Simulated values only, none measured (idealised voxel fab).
process module | voxel transistor to metal
cross-section cut | 140 nm wide | cells 5 nm
A cross-section is a grid of square cells, given in bands from the top down. A band is one or more rows of cells.
Each band's line starts with the height of the band's top and of its bottom, in nm. Then come its materials from left to right, each with its width in nm. One material with "throughout" fills the band from edge to edge. "air" is empty space.
Height 0 is the level under which the wafer as received is all one material. The lowest band goes on downwards, as in "0 down".
A width such as "30 to 40" changes by the same amount from each row of cells to the next, from the band's top row to its bottom row.
"no change" after a step means that no cell of the cross-section changed.
closed voids: empty space of 8 cells or more with no open way to the top, each as width x height at its distance from the left edge, in nm
after a step's settings: what the simulator itself notes on the step
overlay nm, on a step with a mask: how far to the right of its planned place the mask lay; to the left if negative
plan
1 op RECEIVE | material Si
2 op OXIDIZE | depth nm 5
3 op CONFORMAL_DEP | material SiN | thk nm 15
4 op PATTERN | tone cover | mask id ACTIVE | material resist | width nm 100 | thk nm 15 | overlay nm 0
5 op DIRECTIONAL_ETCH | etch materials SiN | depth nm 15
6 op DIRECTIONAL_ETCH | etch materials SiO2 | depth nm 5
7 op DIRECTIONAL_ETCH | etch materials Si | depth nm 30
8 op STRIP | etch materials resist
9 op OXIDIZE | depth nm 5
10 op FILL_DEP | material SiO2 | thk nm 10
11 op CMP | height nm 15
12 op SELECTIVE_ETCH | etch materials SiO2 | depth nm 5
13 op STRIP | etch materials SiN
14 op SELECTIVE_ETCH | etch materials SiO2 | depth nm 5
15 op OXIDIZE | depth nm 5
16 op DIRECTIONAL_DEP | material polySi | thk nm 20
17 op DIRECTIONAL_DEP | material SiCN | thk nm 15
18 op DIRECTIONAL_DEP | material aC | thk nm 15
19 op PATTERN | tone cover | mask id GATE | material resist | width nm 20 | thk nm 35 | overlay nm 0
20 op DIRECTIONAL_ETCH | etch materials aC | depth nm 15
21 op STRIP | etch materials resist
22 op DIRECTIONAL_ETCH | etch materials SiCN | depth nm 25
23 op DIRECTIONAL_ETCH | etch materials polySi | depth nm 30
24 op STRIP | etch materials aC
25 op CONFORMAL_DEP | material SiN | thk nm 10
26 op DIRECTIONAL_ETCH | etch materials SiN | depth nm 10
27 op DIRECTIONAL_ETCH | etch materials SiO2 | depth nm 5
28 op DIRECTIONAL_ETCH | etch materials Si | depth nm 15
29 op EPI | material nSi | thk nm 15
30 op FILL_DEP | material SiO2 | thk nm 10
31 op CMP | height nm 30
32 op DIRECTIONAL_DEP | material SiO2 | thk nm 10
33 op DIRECTIONAL_DEP | material aC | thk nm 15
34 op PATTERN | tone open | mask id CONTACT | material resist | width nm 25 | pitch nm 55 | thk nm 35 | overlay nm 0
35 op DIRECTIONAL_ETCH | etch materials aC | depth nm 15
36 op STRIP | etch materials resist
37 op DIRECTIONAL_ETCH | etch materials SiO2 | depth nm 50
38 op STRIP | etch materials aC
39 op CONFORMAL_DEP | material TiN | thk nm 5
40 op FILL_DEP | material W | thk nm 10
41 op CMP | height nm 40
42 op CONFORMAL_DEP | material SiN | thk nm 5
43 op DIRECTIONAL_DEP | material SiO2 | thk nm 25
44 op MASKED_ETCH | tone open | mask id METAL_1 | width nm 15 | pitch nm 65 | etch materials SiO2 | depth nm 25 | overlay nm 0
45 op MASKED_ETCH | tone open | mask id METAL_1 | width nm 15 | pitch nm 65 | etch materials SiN | depth nm 5 | overlay nm 0
46 op CONFORMAL_DEP | material TiN | thk nm 5
47 op FILL_DEP | material Ru | thk nm 10
48 op CMP | height nm 70
49 op CONFORMAL_DEP | material SiCN | thk nm 5
50 op DIRECTIONAL_DEP | material lowk | thk nm 25
51 op PATTERN | tone open | mask id METAL_2 | material resist | width nm 15 | pitch nm 65 | thk nm 15 | overlay nm 0
52 op DIRECTIONAL_ETCH | etch materials lowk | depth nm 15
53 op STRIP | etch materials resist
54 op PATTERN | tone open | mask id METAL_2_HOLES | material resist | width nm 15 | pitch nm 65 | thk nm 20 | overlay nm 0
55 op DIRECTIONAL_ETCH | etch materials lowk | depth nm 10
56 op DIRECTIONAL_ETCH | etch materials SiCN | depth nm 5
57 op STRIP | etch materials resist
58 op CONFORMAL_DEP | material TiN | thk nm 5
59 op FILL_DEP | material Cu | thk nm 10
60 op CMP | height nm 100
61 op CONFORMAL_DEP | material SiN | thk nm 5
first wafer, as planned
as received, after step 1
  0 down: Si throughout
  closed voids: none
after step 2
  0 to -5: SiO2 throughout
  below -5: unchanged
after step 3
  15 to 0: SiN throughout
  below 0: unchanged
after step 4
  30 to 15: air 20 | resist 100 | air 20
  below 15: unchanged
after step 5
  30 to 15: air 20 | resist 100 | air 20
  15 to 0: air 20 | SiN 100 | air 20
  below 0: unchanged
after step 6
  30 to 15: air 20 | resist 100 | air 20
  15 to 0: air 20 | SiN 100 | air 20
  0 to -5: air 20 | SiO2 100 | air 20
  below -5: unchanged
after step 7
  30 to 15: air 20 | resist 100 | air 20
  15 to 0: air 20 | SiN 100 | air 20
  0 to -5: air 20 | SiO2 100 | air 20
  -5 to -35: air 20 | Si 100 | air 20
  below -35: unchanged
after step 8
  15 to 0: air 20 | SiN 100 | air 20
  below 0: unchanged
after step 9
  15 to 0: air 20 | SiN 100 | air 20
  0 to -5: air 20 | SiO2 100 | air 20
  -5 to -35: air 20 | SiO2 5 | Si 90 | SiO2 5 | air 20
  -35 to -40: SiO2 25 | Si 90 | SiO2 25
  below -40: unchanged
after step 10
  25 to 15: SiO2 throughout
  15 to 0: SiO2 20 | SiN 100 | SiO2 20
  0 to -5: SiO2 throughout
  -5 to -40: SiO2 25 | Si 90 | SiO2 25
  below -40: unchanged
after step 11
  15 to 0: SiO2 20 | SiN 100 | SiO2 20
  below 0: unchanged
after step 12
  15 to 10: air 20 | SiN 100 | air 20
  below 10: unchanged
after step 13
  10 to 0: SiO2 20 | air 100 | SiO2 20
  below 0: unchanged
after step 14
  5 to -5: SiO2 15 | air 110 | SiO2 15
  below -5: unchanged
after step 15
  5 to -5: SiO2 15 | air 110 | SiO2 15
  -5 to -10: SiO2 throughout
  below -10: unchanged
after step 16
  25 to 15: polySi 15 | air 110 | polySi 15
  15 to 5: polySi throughout
  5 to -5: SiO2 15 | polySi 110 | SiO2 15
  below -5: unchanged
after step 17
  40 to 30: SiCN 15 | air 110 | SiCN 15
  30 to 25: SiCN throughout
  25 to 15: polySi 15 | SiCN 110 | polySi 15
  below 15: unchanged
after step 18
  55 to 45: aC 15 | air 110 | aC 15
  45 to 40: aC throughout
  40 to 30: SiCN 15 | aC 110 | SiCN 15
  below 30: unchanged
after step 19
  90 to 55: air 60 | resist 20 | air 60
  55 to 45: aC 15 | air 45 | resist 20 | air 45 | aC 15
  below 45: unchanged
after step 20
  75 to 45: air 60 | resist 20 | air 60
  45 to 40: air 60 | aC 20 | air 60
  40 to 30: SiCN 15 | air 45 | aC 20 | air 45 | SiCN 15
  below 30: unchanged
after step 21
  45 to 40: air 60 | aC 20 | air 60
  below 40: unchanged
after step 22
  45 to 30: air 60 | aC 20 | air 60
  30 to 25: air 60 | SiCN 20 | air 60
  25 to 15: polySi 15 | air 45 | SiCN 20 | air 45 | polySi 15
  below 15: unchanged
after step 23
  45 to 30: air 60 | aC 20 | air 60
  30 to 15: air 60 | SiCN 20 | air 60
  15 to 5: air 60 | polySi 20 | air 60
  5 to -5: SiO2 15 | air 45 | polySi 20 | air 45 | SiO2 15
  below -5: unchanged
after step 24
  30 to 15: air 60 | SiCN 20 | air 60
  below 15: unchanged
after step 25
  40 to 30: air 50 | SiN 40 | air 50
  30 to 15: air 50 | SiN 10 | SiCN 20 | SiN 10 | air 50
  15 to 5: SiN 25 | air 25 | SiN 10 | polySi 20 | SiN 10 | air 25 | SiN 25
  5 to -5: SiO2 15 | SiN 45 | polySi 20 | SiN 45 | SiO2 15
  below -5: unchanged
after step 26
  30 to 15: air 50 | SiN 10 | SiCN 20 | SiN 10 | air 50
  15 to 5: air 50 | SiN 10 | polySi 20 | SiN 10 | air 50
  5 to -5: SiO2 15 | SiN 10 | air 25 | SiN 10 | polySi 20 | SiN 10 | air 25 | SiN 10 | SiO2 15
  below -5: unchanged
after step 27
  30 to 15: air 50 | SiN 10 | SiCN 20 | SiN 10 | air 50
  15 to 5: air 50 | SiN 10 | polySi 20 | SiN 10 | air 50
  5 to 0: air 15 | SiN 10 | air 25 | SiN 10 | polySi 20 | SiN 10 | air 25 | SiN 10 | air 15
  0 to -5: SiO2 15 | SiN 10 | air 25 | SiN 10 | polySi 20 | SiN 10 | air 25 | SiN 10 | SiO2 15
  -5 to -10: SiO2 25 | air 25 | SiO2 40 | air 25 | SiO2 25
  below -10: unchanged
after step 28
  30 to 15: air 50 | SiN 10 | SiCN 20 | SiN 10 | air 50
  15 to 5: air 50 | SiN 10 | polySi 20 | SiN 10 | air 50
  5 to 0: air 15 | SiN 10 | air 25 | SiN 10 | polySi 20 | SiN 10 | air 25 | SiN 10 | air 15
  0 to -5: SiO2 15 | SiN 10 | air 25 | SiN 10 | polySi 20 | SiN 10 | air 25 | SiN 10 | SiO2 15
  -5 to -10: SiO2 25 | air 25 | SiO2 40 | air 25 | SiO2 25
  -10 to -25: SiO2 25 | air 25 | Si 40 | air 25 | SiO2 25
  below -25: unchanged
after step 29
  30 to 15: air 50 | SiN 10 | SiCN 20 | SiN 10 | air 50
  15 to 5: air 50 | SiN 10 | polySi 20 | SiN 10 | air 50
  5 to 0: air 15 | SiN 10 | air 10 | nSi 15 | SiN 10 | polySi 20 | SiN 10 | nSi 15 | air 10 | SiN 10 | air 15
  0 to -5: SiO2 15 | SiN 10 | air 10 | nSi 15 | SiN 10 | polySi 20 | SiN 10 | nSi 15 | air 10 | SiN 10 | SiO2 15
  -5 to -10: SiO2 25 | air 10 | nSi 15 | SiO2 40 | nSi 15 | air 10 | SiO2 25
  -10 to -25: SiO2 25 | nSi 25 | Si 40 | nSi 25 | SiO2 25
  below -25: unchanged
after step 30
  40 to 30: SiO2 throughout
  30 to 15: SiO2 50 | SiN 10 | SiCN 20 | SiN 10 | SiO2 50
  15 to 5: SiO2 50 | SiN 10 | polySi 20 | SiN 10 | SiO2 50
  5 to -5: SiO2 15 | SiN 10 | SiO2 10 | nSi 15 | SiN 10 | polySi 20 | SiN 10 | nSi 15 | SiO2 10 | SiN 10 | SiO2 15
  -5 to -10: SiO2 35 | nSi 15 | SiO2 40 | nSi 15 | SiO2 35
  below -10: unchanged
after step 31
  30 to 15: SiO2 50 | SiN 10 | SiCN 20 | SiN 10 | SiO2 50
  below 15: unchanged
after step 32
  40 to 30: SiO2 throughout
  below 30: unchanged
after step 33
  55 to 40: aC throughout
  below 40: unchanged
after step 34
  90 to 55: resist 30 | air 25 | resist 30 | air 25 | resist 30
  below 55: unchanged
after step 35
  75 to 55: resist 30 | air 25 | resist 30 | air 25 | resist 30
  55 to 40: aC 30 | air 25 | aC 30 | air 25 | aC 30
  below 40: unchanged
after step 36
  55 to 40: aC 30 | air 25 | aC 30 | air 25 | aC 30
  below 40: unchanged
after step 37
  55 to 40: aC 30 | air 25 | aC 30 | air 25 | aC 30
  40 to 30: SiO2 30 | air 25 | SiO2 30 | air 25 | SiO2 30
  30 to 15: SiO2 30 | air 20 | SiN 10 | SiCN 20 | SiN 10 | air 20 | SiO2 30
  15 to 5: SiO2 30 | air 20 | SiN 10 | polySi 20 | SiN 10 | air 20 | SiO2 30
  5 to -5: SiO2 15 | SiN 10 | SiO2 5 | air 5 | nSi 15 | SiN 10 | polySi 20 | SiN 10 | nSi 15 | air 5 | SiO2 5 | SiN 10 | SiO2 15
  -5 to -10: SiO2 30 | air 5 | nSi 15 | SiO2 40 | nSi 15 | air 5 | SiO2 30
  below -10: unchanged
after step 38
  40 to 30: SiO2 30 | air 25 | SiO2 30 | air 25 | SiO2 30
  below 30: unchanged
after step 39
  45 to 40: TiN 35 | air 15 | TiN 40 | air 15 | TiN 35
  40 to 30: SiO2 30 | TiN 5 | air 15 to 10 | TiN 5 to 10 | SiO2 30 | TiN 5 to 10 | air 15 to 10 | TiN 5 | SiO2 30
  30 to 15: SiO2 30 | TiN 5 | air 10 | TiN 5 | SiN 10 | SiCN 20 | SiN 10 | TiN 5 | air 10 | TiN 5 | SiO2 30
  15 to 10: SiO2 30 | TiN 5 | air 10 | TiN 5 | SiN 10 | polySi 20 | SiN 10 | TiN 5 | air 10 | TiN 5 | SiO2 30
  10 to 5: SiO2 30 | TiN 20 | SiN 10 | polySi 20 | SiN 10 | TiN 20 | SiO2 30
  5 to -5: SiO2 15 | SiN 10 | SiO2 5 | TiN 5 | nSi 15 | SiN 10 | polySi 20 | SiN 10 | nSi 15 | TiN 5 | SiO2 5 | SiN 10 | SiO2 15
  -5 to -10: SiO2 30 | TiN 5 | nSi 15 | SiO2 40 | nSi 15 | TiN 5 | SiO2 30
  below -10: unchanged
after step 40
  55 to 45: W throughout
  45 to 40: TiN 35 | W 15 | TiN 40 | W 15 | TiN 35
  40 to 30: SiO2 30 | TiN 5 | W 15 to 10 | TiN 5 to 10 | SiO2 30 | TiN 5 to 10 | W 15 to 10 | TiN 5 | SiO2 30
  30 to 15: SiO2 30 | TiN 5 | W 10 | TiN 5 | SiN 10 | SiCN 20 | SiN 10 | TiN 5 | W 10 | TiN 5 | SiO2 30
  15 to 10: SiO2 30 | TiN 5 | W 10 | TiN 5 | SiN 10 | polySi 20 | SiN 10 | TiN 5 | W 10 | TiN 5 | SiO2 30
  below 10: unchanged
after step 41
  40 to 30: SiO2 30 | TiN 5 | W 15 to 10 | TiN 5 to 10 | SiO2 30 | TiN 5 to 10 | W 15 to 10 | TiN 5 | SiO2 30
  below 30: unchanged
after step 42
  45 to 40: SiN throughout
  below 40: unchanged
after step 43
  70 to 45: SiO2 throughout
  below 45: unchanged
after step 44
  70 to 45: SiO2 30 | air 15 | SiO2 50 | air 15 | SiO2 30
  below 45: unchanged
after step 45
  70 to 45: SiO2 30 | air 15 | SiO2 50 | air 15 | SiO2 30
  45 to 40: SiN 30 | air 15 | SiN 50 | air 15 | SiN 30
  below 40: unchanged
after step 46
  75 to 70: TiN 35 | air 5 | TiN 60 | air 5 | TiN 35
  70 to 45: SiO2 30 | TiN 5 | air 5 | TiN 5 | SiO2 50 | TiN 5 | air 5 | TiN 5 | SiO2 30
  45 to 40: SiN 30 | TiN 15 | SiN 50 | TiN 15 | SiN 30
  below 40: unchanged
after step 47
  85 to 75: Ru throughout
  75 to 70: TiN 35 | Ru 5 | TiN 60 | Ru 5 | TiN 35
  70 to 45: SiO2 30 | TiN 5 | Ru 5 | TiN 5 | SiO2 50 | TiN 5 | Ru 5 | TiN 5 | SiO2 30
  below 45: unchanged
after step 48
  70 to 45: SiO2 30 | TiN 5 | Ru 5 | TiN 5 | SiO2 50 | TiN 5 | Ru 5 | TiN 5 | SiO2 30
  below 45: unchanged
after step 49
  75 to 70: SiCN throughout
  below 70: unchanged
after step 50
  100 to 75: lowk throughout
  below 75: unchanged
after step 51
  115 to 100: resist 30 | air 15 | resist 50 | air 15 | resist 30
  below 100: unchanged
after step 52
  115 to 100: resist 30 | air 15 | resist 50 | air 15 | resist 30
  100 to 85: lowk 30 | air 15 | lowk 50 | air 15 | lowk 30
  below 85: unchanged
after step 53
  100 to 85: lowk 30 | air 15 | lowk 50 | air 15 | lowk 30
  below 85: unchanged
after step 54
  120 to 100: resist 30 | air 15 | resist 50 | air 15 | resist 30
  below 100: unchanged
after step 55
  120 to 100: resist 30 | air 15 | resist 50 | air 15 | resist 30
  100 to 75: lowk 30 | air 15 | lowk 50 | air 15 | lowk 30
  below 75: unchanged
after step 56
  120 to 100: resist 30 | air 15 | resist 50 | air 15 | resist 30
  100 to 75: lowk 30 | air 15 | lowk 50 | air 15 | lowk 30
  75 to 70: SiCN 30 | air 15 | SiCN 50 | air 15 | SiCN 30
  below 70: unchanged
after step 57
  100 to 75: lowk 30 | air 15 | lowk 50 | air 15 | lowk 30
  below 75: unchanged
after step 58
  105 to 100: TiN 35 | air 5 | TiN 60 | air 5 | TiN 35
  100 to 75: lowk 30 | TiN 5 | air 5 | TiN 5 | lowk 50 | TiN 5 | air 5 | TiN 5 | lowk 30
  75 to 70: SiCN 30 | TiN 15 | SiCN 50 | TiN 15 | SiCN 30
  below 70: unchanged
after step 59
  115 to 105: Cu throughout
  105 to 100: TiN 35 | Cu 5 | TiN 60 | Cu 5 | TiN 35
  100 to 75: lowk 30 | TiN 5 | Cu 5 | TiN 5 | lowk 50 | TiN 5 | Cu 5 | TiN 5 | lowk 30
  below 75: unchanged
after step 60
  100 to 75: lowk 30 | TiN 5 | Cu 5 | TiN 5 | lowk 50 | TiN 5 | Cu 5 | TiN 5 | lowk 30
  below 75: unchanged
after step 61
  105 to 100: SiN throughout
  below 100: unchanged
second wafer: like start, like plan, one mistake. Through step 12 it matches the first wafer
when step 13 should have ended
  15 to 5: air 20 | SiN 100 | air 20
  below 5: unchanged
when step 14 should have ended
  5 to 0: SiO2 20 | air 100 | SiO2 20
  below 0: unchanged
when step 15 should have ended: no change
when step 16 should have ended
  25 to 20: polySi 20 | air 100 | polySi 20
  20 to 5: polySi throughout
  5 to 0: SiO2 20 | polySi 100 | SiO2 20
  below 0: unchanged
when step 17 should have ended
  40 to 35: SiCN 20 | air 100 | SiCN 20
  35 to 25: SiCN throughout
  25 to 20: polySi 20 | SiCN 100 | polySi 20
  below 20: unchanged
when step 18 should have ended
  55 to 50: aC 20 | air 100 | aC 20
  50 to 40: aC throughout
  40 to 35: SiCN 20 | aC 100 | SiCN 20
  below 35: unchanged
when step 19 should have ended
  90 to 55: air 60 | resist 20 | air 60
  55 to 50: aC 20 | air 40 | resist 20 | air 40 | aC 20
  below 50: unchanged
when step 20 should have ended
  75 to 50: air 60 | resist 20 | air 60
  50 to 40: air 60 | aC 20 | air 60
  40 to 35: SiCN 20 | air 40 | aC 20 | air 40 | SiCN 20
  below 35: unchanged
when step 21 should have ended
  50 to 40: air 60 | aC 20 | air 60
  below 40: unchanged
when step 22 should have ended
  50 to 35: air 60 | aC 20 | air 60
  35 to 25: air 60 | SiCN 20 | air 60
  25 to 20: polySi 20 | air 40 | SiCN 20 | air 40 | polySi 20
  below 20: unchanged
when step 23 should have ended
  50 to 35: air 60 | aC 20 | air 60
  35 to 20: air 60 | SiCN 20 | air 60
  20 to 5: air 60 | polySi 20 | air 60
  5 to 0: SiO2 20 | air 40 | polySi 20 | air 40 | SiO2 20
  below 0: unchanged
when step 24 should have ended
  35 to 20: air 60 | SiCN 20 | air 60
  below 20: unchanged
when step 25 should have ended
  45 to 35: air 50 | SiN 40 | air 50
  35 to 20: air 50 | SiN 10 | SiCN 20 | SiN 10 | air 50
  20 to 15: air 50 | SiN 10 | polySi 20 | SiN 10 | air 50
  15 to 10: SiN 30 | air 20 | SiN 10 | polySi 20 | SiN 10 | air 20 | SiN 30
  10 to 5: SiN 60 | polySi 20 | SiN 60
  5 to 0: SiO2 20 | SiN 40 | polySi 20 | SiN 40 | SiO2 20
  below 0: unchanged
when step 26 should have ended
  35 to 20: air 50 | SiN 10 | SiCN 20 | SiN 10 | air 50
  20 to 5: air 50 | SiN 10 | polySi 20 | SiN 10 | air 50
  5 to 0: SiO2 20 | SiN 10 | air 20 | SiN 10 | polySi 20 | SiN 10 | air 20 | SiN 10 | SiO2 20
  below 0: unchanged
when step 27 should have ended
  35 to 20: air 50 | SiN 10 | SiCN 20 | SiN 10 | air 50
  20 to 5: air 50 | SiN 10 | polySi 20 | SiN 10 | air 50
  5 to 0: air 20 | SiN 10 | air 20 | SiN 10 | polySi 20 | SiN 10 | air 20 | SiN 10 | air 20
  0 to -5: SiO2 30 | air 20 | SiO2 40 | air 20 | SiO2 30
  below -5: unchanged
when step 28 should have ended
  35 to 20: air 50 | SiN 10 | SiCN 20 | SiN 10 | air 50
  20 to 5: air 50 | SiN 10 | polySi 20 | SiN 10 | air 50
  5 to 0: air 20 | SiN 10 | air 20 | SiN 10 | polySi 20 | SiN 10 | air 20 | SiN 10 | air 20
  0 to -5: SiO2 30 | air 20 | SiO2 40 | air 20 | SiO2 30
  -5 to -20: SiO2 25 | Si 5 | air 20 | Si 40 | air 20 | Si 5 | SiO2 25
  below -20: unchanged
when step 29 should have ended
  35 to 20: air 50 | SiN 10 | SiCN 20 | SiN 10 | air 50
  20 to 10: air 50 | SiN 10 | polySi 20 | SiN 10 | air 50
  10 to 5: air 25 | nSi 25 | SiN 10 | polySi 20 | SiN 10 | nSi 25 | air 25
  5 to 0: air 20 | SiN 10 | nSi 20 | SiN 10 | polySi 20 | SiN 10 | nSi 20 | SiN 10 | air 20
  0 to -5: SiO2 30 | nSi 20 | SiO2 40 | nSi 20 | SiO2 30
  -5 to -20: SiO2 25 | Si 5 | nSi 20 | Si 40 | nSi 20 | Si 5 | SiO2 25
  below -20: unchanged
when step 30 should have ended
  45 to 35: SiO2 throughout
  35 to 20: SiO2 50 | SiN 10 | SiCN 20 | SiN 10 | SiO2 50
  20 to 10: SiO2 50 | SiN 10 | polySi 20 | SiN 10 | SiO2 50
  10 to 5: SiO2 25 | nSi 25 | SiN 10 | polySi 20 | SiN 10 | nSi 25 | SiO2 25
  5 to 0: SiO2 20 | SiN 10 | nSi 20 | SiN 10 | polySi 20 | SiN 10 | nSi 20 | SiN 10 | SiO2 20
  below 0: unchanged
when step 31 should have ended
  30 to 20: SiO2 50 | SiN 10 | SiCN 20 | SiN 10 | SiO2 50
  below 20: unchanged
when step 32 should have ended
  40 to 30: SiO2 throughout
  below 30: unchanged
when step 33 should have ended
  55 to 40: aC throughout
  below 40: unchanged
when step 34 should have ended
  90 to 55: resist 30 | air 25 | resist 30 | air 25 | resist 30
  below 55: unchanged
when step 35 should have ended
  75 to 55: resist 30 | air 25 | resist 30 | air 25 | resist 30
  55 to 40: aC 30 | air 25 | aC 30 | air 25 | aC 30
  below 40: unchanged
when step 36 should have ended
  55 to 40: aC 30 | air 25 | aC 30 | air 25 | aC 30
  below 40: unchanged
when step 37 should have ended
  55 to 40: aC 30 | air 25 | aC 30 | air 25 | aC 30
  40 to 30: SiO2 30 | air 25 | SiO2 30 | air 25 | SiO2 30
  30 to 20: SiO2 30 | air 20 | SiN 10 | SiCN 20 | SiN 10 | air 20 | SiO2 30
  20 to 10: SiO2 30 | air 20 | SiN 10 | polySi 20 | SiN 10 | air 20 | SiO2 30
  below 10: unchanged
when step 38 should have ended
  40 to 30: SiO2 30 | air 25 | SiO2 30 | air 25 | SiO2 30
  below 30: unchanged
when step 39 should have ended
  45 to 40: TiN 35 | air 15 | TiN 40 | air 15 | TiN 35
  40 to 30: SiO2 30 | TiN 5 | air 15 to 10 | TiN 5 to 10 | SiO2 30 | TiN 5 to 10 | air 15 to 10 | TiN 5 | SiO2 30
  30 to 20: SiO2 30 | TiN 5 | air 10 | TiN 5 | SiN 10 | SiCN 20 | SiN 10 | TiN 5 | air 10 | TiN 5 | SiO2 30
  20 to 15: SiO2 30 | TiN 5 | air 10 | TiN 5 | SiN 10 | polySi 20 | SiN 10 | TiN 5 | air 10 | TiN 5 | SiO2 30
  15 to 10: SiO2 30 | TiN 20 | SiN 10 | polySi 20 | SiN 10 | TiN 20 | SiO2 30
  below 10: unchanged
when step 40 should have ended
  55 to 45: W throughout
  45 to 40: TiN 35 | W 15 | TiN 40 | W 15 | TiN 35
  40 to 30: SiO2 30 | TiN 5 | W 15 to 10 | TiN 5 to 10 | SiO2 30 | TiN 5 to 10 | W 15 to 10 | TiN 5 | SiO2 30
  30 to 20: SiO2 30 | TiN 5 | W 10 | TiN 5 | SiN 10 | SiCN 20 | SiN 10 | TiN 5 | W 10 | TiN 5 | SiO2 30
  20 to 15: SiO2 30 | TiN 5 | W 10 | TiN 5 | SiN 10 | polySi 20 | SiN 10 | TiN 5 | W 10 | TiN 5 | SiO2 30
  below 15: unchanged
when step 41 should have ended
  40 to 30: SiO2 30 | TiN 5 | W 15 to 10 | TiN 5 to 10 | SiO2 30 | TiN 5 to 10 | W 15 to 10 | TiN 5 | SiO2 30
  below 30: unchanged
when step 42 should have ended
  45 to 40: SiN throughout
  below 40: unchanged
when step 43 should have ended
  70 to 45: SiO2 throughout
  below 45: unchanged
when step 44 should have ended
  70 to 45: SiO2 30 | air 15 | SiO2 50 | air 15 | SiO2 30
  below 45: unchanged
when step 45 should have ended
  70 to 45: SiO2 30 | air 15 | SiO2 50 | air 15 | SiO2 30
  45 to 40: SiN 30 | air 15 | SiN 50 | air 15 | SiN 30
  below 40: unchanged
when step 46 should have ended
  75 to 70: TiN 35 | air 5 | TiN 60 | air 5 | TiN 35
  70 to 45: SiO2 30 | TiN 5 | air 5 | TiN 5 | SiO2 50 | TiN 5 | air 5 | TiN 5 | SiO2 30
  45 to 40: SiN 30 | TiN 15 | SiN 50 | TiN 15 | SiN 30
  below 40: unchanged
when step 47 should have ended
  85 to 75: Ru throughout
  75 to 70: TiN 35 | Ru 5 | TiN 60 | Ru 5 | TiN 35
  70 to 45: SiO2 30 | TiN 5 | Ru 5 | TiN 5 | SiO2 50 | TiN 5 | Ru 5 | TiN 5 | SiO2 30
  below 45: unchanged
when step 48 should have ended
  70 to 45: SiO2 30 | TiN 5 | Ru 5 | TiN 5 | SiO2 50 | TiN 5 | Ru 5 | TiN 5 | SiO2 30
  below 45: unchanged
when step 49 should have ended
  75 to 70: SiCN throughout
  below 70: unchanged
when step 50 should have ended
  100 to 75: lowk throughout
  below 75: unchanged
when step 51 should have ended
  115 to 100: resist 30 | air 15 | resist 50 | air 15 | resist 30
  below 100: unchanged
when step 52 should have ended
  115 to 100: resist 30 | air 15 | resist 50 | air 15 | resist 30
  100 to 85: lowk 30 | air 15 | lowk 50 | air 15 | lowk 30
  below 85: unchanged
when step 53 should have ended
  100 to 85: lowk 30 | air 15 | lowk 50 | air 15 | lowk 30
  below 85: unchanged
when step 54 should have ended
  120 to 100: resist 30 | air 15 | resist 50 | air 15 | resist 30
  below 100: unchanged
when step 55 should have ended
  120 to 100: resist 30 | air 15 | resist 50 | air 15 | resist 30
  100 to 75: lowk 30 | air 15 | lowk 50 | air 15 | lowk 30
  below 75: unchanged
when step 56 should have ended
  120 to 100: resist 30 | air 15 | resist 50 | air 15 | resist 30
  100 to 75: lowk 30 | air 15 | lowk 50 | air 15 | lowk 30
  75 to 70: SiCN 30 | air 15 | SiCN 50 | air 15 | SiCN 30
  below 70: unchanged
when step 57 should have ended
  100 to 75: lowk 30 | air 15 | lowk 50 | air 15 | lowk 30
  below 75: unchanged
when step 58 should have ended
  105 to 100: TiN 35 | air 5 | TiN 60 | air 5 | TiN 35
  100 to 75: lowk 30 | TiN 5 | air 5 | TiN 5 | lowk 50 | TiN 5 | air 5 | TiN 5 | lowk 30
  75 to 70: SiCN 30 | TiN 15 | SiCN 50 | TiN 15 | SiCN 30
  below 70: unchanged
when step 59 should have ended
  115 to 105: Cu throughout
  105 to 100: TiN 35 | Cu 5 | TiN 60 | Cu 5 | TiN 35
  100 to 75: lowk 30 | TiN 5 | Cu 5 | TiN 5 | lowk 50 | TiN 5 | Cu 5 | TiN 5 | lowk 30
  below 75: unchanged
when step 60 should have ended
  100 to 75: lowk 30 | TiN 5 | Cu 5 | TiN 5 | lowk 50 | TiN 5 | Cu 5 | TiN 5 | lowk 30
  below 75: unchanged
when step 61 should have ended
  105 to 100: SiN throughout
  below 100: unchanged
what went wrong: steps 13 and 14 were swapped
at the end the second wafer has, in cells: 24 more of Si | 4 fewer of SiCN | 8 fewer of SiN | 10 fewer of TiN | 4 fewer of W | 2 more of nSi
